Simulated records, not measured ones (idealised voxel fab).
The process module presented herein is designated voxel released beams.
Displayed cross-section: cut, width of 165 nm, square cells sized 5 nm.
In this document a cross-section is written as a grid of square cells. It is given as a series of bands, listed from the top down, and a band is one or more rows of cells. Look at the band entry: it leads with the top's height and the bottom's height in nm. Then it lists the materials left to right, with a width in nm for each. The word "throughout" on a single material says that material fills the band edge to edge. The word "empty" is empty space. Below 0: as-received wafer, all one material; heights counted from there. Lowest band: no bottom, goes on down, written "top 0, no bottom". Think of "30 to 40" as a width that walks from the first number to the second as you go down the band, top row to bottom row, taking equal-sized steps from row to row. For the purposes of this document, the phrase "no alterations made" attached to a step denotes that no cell within the cross-section was modified by that step. So "Cavities, sealed" is basically the list of trapped voids: any empty space of 8 cells or more that can't reach the top through an opening. They're written width x height at distance, the distance being from the left edge, and it's all nm. Past the settings on a step's line: simulator remark, on that step. "overlay nm" answers the question of how far to the right of plan the mask lay on a step that has a mask, and when it is negative the answer is to the left.
**Listed below are the process steps as planned**
| 1 | RECEIVE with material Si |
| 2 | CONFORMAL_DEP with material SiN, thk nm 10 |
| 3 | DIRECTIONAL_DEP with material SiO2, thk nm 20 |
| 4 | PATTERN with tone open, mask id ANCHOR, material resist, width nm 30, thk nm 20, overlay nm 0 |
| 5 | DIRECTIONAL_ETCH with etch materials SiO2, depth nm 20 |
| 6 | STRIP with etch materials resist |
| 7 | CONFORMAL_DEP with material TiN, thk nm 10 |
| 8 | MASKED_ETCH with tone cover, mask id BEAM, width nm 115, etch materials TiN, depth nm 10, overlay nm 0 |
| 9 | STRIP with etch materials SiO2 |
**Concerning the first of two wafers, which was run in accordance with the plan**
**So this is the incoming wafer in cross-section - it's already been through step 1**
  top 0, no bottom: Si throughout
  Cavities, sealed: none
**Cross-section through the wafer, step 2 finished**
  top 10, bottom 0: SiN throughout
  Everything under 0 stays put, no change at all.
**Cross-section through the wafer, step 3 finished**
  top 30, bottom 10: SiO2 throughout
  Everything under 10 stays put, no change at all.
**Cross-section through the wafer, step 4 finished**
  top 50, bottom 30: resist 25 nm, empty 30 nm, resist 110 nm
  Everything under 30 stays put, no change at all.
**Cross-section through the wafer, step 5 finished**
  top 50, bottom 30: resist 25 nm, empty 30 nm, resist 110 nm
  top 30, bottom 10: SiO2 25 nm, empty 30 nm, SiO2 110 nm
  Everything under 10 stays put, no change at all.
**Cross-section through the wafer, step 6 finished**
  top 30, bottom 10: SiO2 25 nm, empty 30 nm, SiO2 110 nm
  Everything under 10 stays put, no change at all.
**Cross-section through the wafer, step 7 finished**
  top 40, bottom 30: TiN 35 nm, empty 10 nm, TiN 120 nm
  top 30, bottom 20: SiO2 25 nm, TiN 10 nm, empty 10 nm, TiN 10 nm, SiO2 110 nm
  top 20, bottom 10: SiO2 25 nm, TiN 30 nm, SiO2 110 nm
  Everything under 10 stays put, no change at all.
**Cross-section through the wafer, step 8 finished**
  top 40, bottom 30: empty 20 nm, TiN 15 nm, empty 10 nm, TiN 90 nm, empty 30 nm
  Everything under 30 stays put, no change at all.
**Cross-section through the wafer, step 9 finished**
  top 40, bottom 30: empty 20 nm, TiN 15 nm, empty 10 nm, TiN 90 nm, empty 30 nm
  top 30, bottom 20: empty 25 nm, TiN 10 nm, empty 10 nm, TiN 10 nm, empty 110 nm
  top 20, bottom 10: empty 25 nm, TiN 30 nm, empty 110 nm
  Everything under 10 stays put, no change at all.
**Here the second wafer is described. Its start and its plan were those of the first wafer. Its run contained one mistake. Up to and including step 1, it did exactly what the first wafer did**
**Cross-sectional representation of the second wafer at the time designated in the plan for the completion of step 2**
  top 20, bottom 0: SiO2 throughout
  Everything under 0 stays put, no change at all.
**Cross-sectional representation of the second wafer at the time designated in the plan for the completion of step 3**
  top 30, bottom 20: SiN throughout
  Everything under 20 stays put, no change at all.
**Cross-sectional representation of the second wafer at the time designated in the plan for the completion of step 4**
  top 50, bottom 30: resist 25 nm, empty 30 nm, resist 110 nm
  Everything under 30 stays put, no change at all.
Cross-sectional representation of the second wafer at the time designated in the plan for the completion of step 5: no alterations made
**Cross-sectional representation of the second wafer at the time designated in the plan for the completion of step 6**
  top 30, bottom 20: SiN throughout
  Everything under 20 stays put, no change at all.
**Cross-sectional representation of the second wafer at the time designated in the plan for the completion of step 7**
  top 40, bottom 30: TiN throughout
  Everything under 30 stays put, no change at all.
**Cross-sectional representation of the second wafer at the time designated in the plan for the completion of step 8**
  top 40, bottom 30: empty 20 nm, TiN 115 nm, empty 30 nm
  Everything under 30 stays put, no change at all.
Cross-sectional representation of the second wafer at the time designated in the plan for the completion of step 9: no alterations made
Misprocessing identified: mixed up steps 2 and 3 - ran each in the other's place
at the end the second wafer has, in cells: +132 SiO2 | -16 TiN
